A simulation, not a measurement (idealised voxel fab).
You're looking at the process module voxel trench capacitor.
FYI the section here is cut, 145 nm wide, cells are 5 nm squares.
Bands, listed from the top down, are how a cross-section gets written in this document; the cross-section itself is a grid of square cells, and a band is one or more rows of them. Top, bottom (nm), then materials left to right with widths (nm); lone material tagged "throughout" fills the whole band edge to edge; "air" = empty space. Height datum 0, below which the as-received substrate wafer is one material. Lowest band open at the bottom, running downward: "0 nm and below". Read "30..40" as a graded width: first number on top, second number at the bottom, same change between each pair of neighbouring rows. "stayed the same", as given for a step, is the statement that not any cell of the cross-section underwent a change during that step. "Cavities, sealed" enumerates empty spaces isolated from the top, with no open way to it, that contain at least 8 cells, giving each as width x height at distance from the left edge, all three in nm. On a step's line, text after the settings is the simulator commenting on that step. When a step includes a mask, the "overlay nm" setting on its line states how far to the right of its planned place that mask lay, and negative values state how far to the left.

# The planned process steps are enumerated hereunder
1 RECEIVE | material Si
2 CONFORMAL_DEP | material SiN | thk nm 10
3 MASKED_ETCH | tone open | mask id TRENCH | width nm 30 | pitch nm 45 | etch materials SiN | depth nm 10 | overlay nm 0
4 MASKED_ETCH | tone open | mask id TRENCH | width nm 30 | pitch nm 45 | etch materials Si | depth nm 40 | overlay nm 0
5 CONFORMAL_DEP | material HfO2 | thk nm 5
6 CONFORMAL_DEP | material TiN | thk nm 5
7 FILL_DEP | material W | thk nm 10
8 CMP | height nm 10

# Account of the first of two wafers, which was processed as intended

# This is the cross-section of the wafer as we received it, i.e. after step 1
0 nm and below | Si throughout
Cavities, sealed: none

# Take a look at the wafer's cross-section after step 2
10 nm to 0 nm | SiN throughout
For the remainder of the cross-section, below 0, there is no change.

# Take a look at the wafer's cross-section after step 3
10 nm to 0 nm | SiN: 35, air: 30, SiN: 15, air: 30, SiN: 35
For the remainder of the cross-section, below 0, there is no change.

# Take a look at the wafer's cross-section after step 4
10 nm to 0 nm | SiN: 35, air: 30, SiN: 15, air: 30, SiN: 35
0 nm to -40 nm | Si: 35, air: 30, Si: 15, air: 30, Si: 35
For the remainder of the cross-section, below -40, there is no change.

# Take a look at the wafer's cross-section after step 5
15 nm to 10 nm | HfO2: 40, air: 20, HfO2: 25, air: 20, HfO2: 40
10 nm to 0 nm | SiN: 35, HfO2: 5, air: 20, HfO2: 5, SiN: 15, HfO2: 5, air: 20, HfO2: 5, SiN: 35
0 nm to -35 nm | Si: 35, HfO2: 5, air: 20, HfO2: 5, Si: 15, HfO2: 5, air: 20, HfO2: 5, Si: 35
-35 nm to -40 nm | Si: 35, HfO2: 30, Si: 15, HfO2: 30, Si: 35
For the remainder of the cross-section, below -40, there is no change.

# Take a look at the wafer's cross-section after step 6
20 nm to 15 nm | TiN: 45, air: 10, TiN: 35, air: 10, TiN: 45
15 nm to 10 nm | HfO2: 40, TiN: 5, air: 10, TiN: 5, HfO2: 25, TiN: 5, air: 10, TiN: 5, HfO2: 40
10 nm to 0 nm | SiN: 35, HfO2: 5, TiN: 5, air: 10, TiN: 5, HfO2: 5, SiN: 15, HfO2: 5, TiN: 5, air: 10, TiN: 5, HfO2: 5, SiN: 35
0 nm to -30 nm | Si: 35, HfO2: 5, TiN: 5, air: 10, TiN: 5, HfO2: 5, Si: 15, HfO2: 5, TiN: 5, air: 10, TiN: 5, HfO2: 5, Si: 35
-30 nm to -35 nm | Si: 35, HfO2: 5, TiN: 20, HfO2: 5, Si: 15, HfO2: 5, TiN: 20, HfO2: 5, Si: 35
For the remainder of the cross-section, below -35, there is no change.

# Take a look at the wafer's cross-section after step 7
30 nm to 20 nm | W throughout
20 nm to 15 nm | TiN: 45, W: 10, TiN: 35, W: 10, TiN: 45
15 nm to 10 nm | HfO2: 40, TiN: 5, W: 10, TiN: 5, HfO2: 25, TiN: 5, W: 10, TiN: 5, HfO2: 40
10 nm to 0 nm | SiN: 35, HfO2: 5, TiN: 5, W: 10, TiN: 5, HfO2: 5, SiN: 15, HfO2: 5, TiN: 5, W: 10, TiN: 5, HfO2: 5, SiN: 35
0 nm to -30 nm | Si: 35, HfO2: 5, TiN: 5, W: 10, TiN: 5, HfO2: 5, Si: 15, HfO2: 5, TiN: 5, W: 10, TiN: 5, HfO2: 5, Si: 35
For the remainder of the cross-section, below -30, there is no change.

# Take a look at the wafer's cross-section after step 8
10 nm to 0 nm | SiN: 35, HfO2: 5, TiN: 5, W: 10, TiN: 5, HfO2: 5, SiN: 15, HfO2: 5, TiN: 5, W: 10, TiN: 5, HfO2: 5, SiN: 35
For the remainder of the cross-section, below 0, there is no change.

# Wafer two. Same start, same plan, one slip in execution. Same as wafer one through step 4, inclusive

# Second wafer, section view, time point: scheduled end of step 5
15 nm to 10 nm | TiN: 40, air: 20, TiN: 25, air: 20, TiN: 40
10 nm to 0 nm | SiN: 35, TiN: 5, air: 20, TiN: 5, SiN: 15, TiN: 5, air: 20, TiN: 5, SiN: 35
0 nm to -35 nm | Si: 35, TiN: 5, air: 20, TiN: 5, Si: 15, TiN: 5, air: 20, TiN: 5, Si: 35
-35 nm to -40 nm | Si: 35, TiN: 30, Si: 15, TiN: 30, Si: 35
For the remainder of the cross-section, below -40, there is no change.

# Second wafer, section view, time point: scheduled end of step 6
20 nm to 10 nm | TiN: 45, air: 10, TiN: 35, air: 10, TiN: 45
10 nm to 0 nm | SiN: 35, TiN: 10, air: 10, TiN: 10, SiN: 15, TiN: 10, air: 10, TiN: 10, SiN: 35
0 nm to -30 nm | Si: 35, TiN: 10, air: 10, TiN: 10, Si: 15, TiN: 10, air: 10, TiN: 10, Si: 35
-30 nm to -40 nm | Si: 35, TiN: 30, Si: 15, TiN: 30, Si: 35
For the remainder of the cross-section, below -40, there is no change.

# Second wafer, section view, time point: scheduled end of step 7
30 nm to 20 nm | W throughout
20 nm to 10 nm | TiN: 45, W: 10, TiN: 35, W: 10, TiN: 45
10 nm to 0 nm | SiN: 35, TiN: 10, W: 10, TiN: 10, SiN: 15, TiN: 10, W: 10, TiN: 10, SiN: 35
0 nm to -30 nm | Si: 35, TiN: 10, W: 10, TiN: 10, Si: 15, TiN: 10, W: 10, TiN: 10, Si: 35
For the remainder of the cross-section, below -30, there is no change.

# Second wafer, section view, time point: scheduled end of step 8
10 nm to 0 nm | SiN: 35, TiN: 10, W: 10, TiN: 10, SiN: 15, TiN: 10, W: 10, TiN: 10, SiN: 35
For the remainder of the cross-section, below 0, there is no change.
Deviation noted in wafer processing: step 5 deviated from plan and actually ran as CONFORMAL_DEP | material TiN | thk nm 5
It is noted that, at the conclusion of processing, the second wafer exhibits a higher or lower cell count for certain materials relative to the first: -48 HfO2; +48 TiN
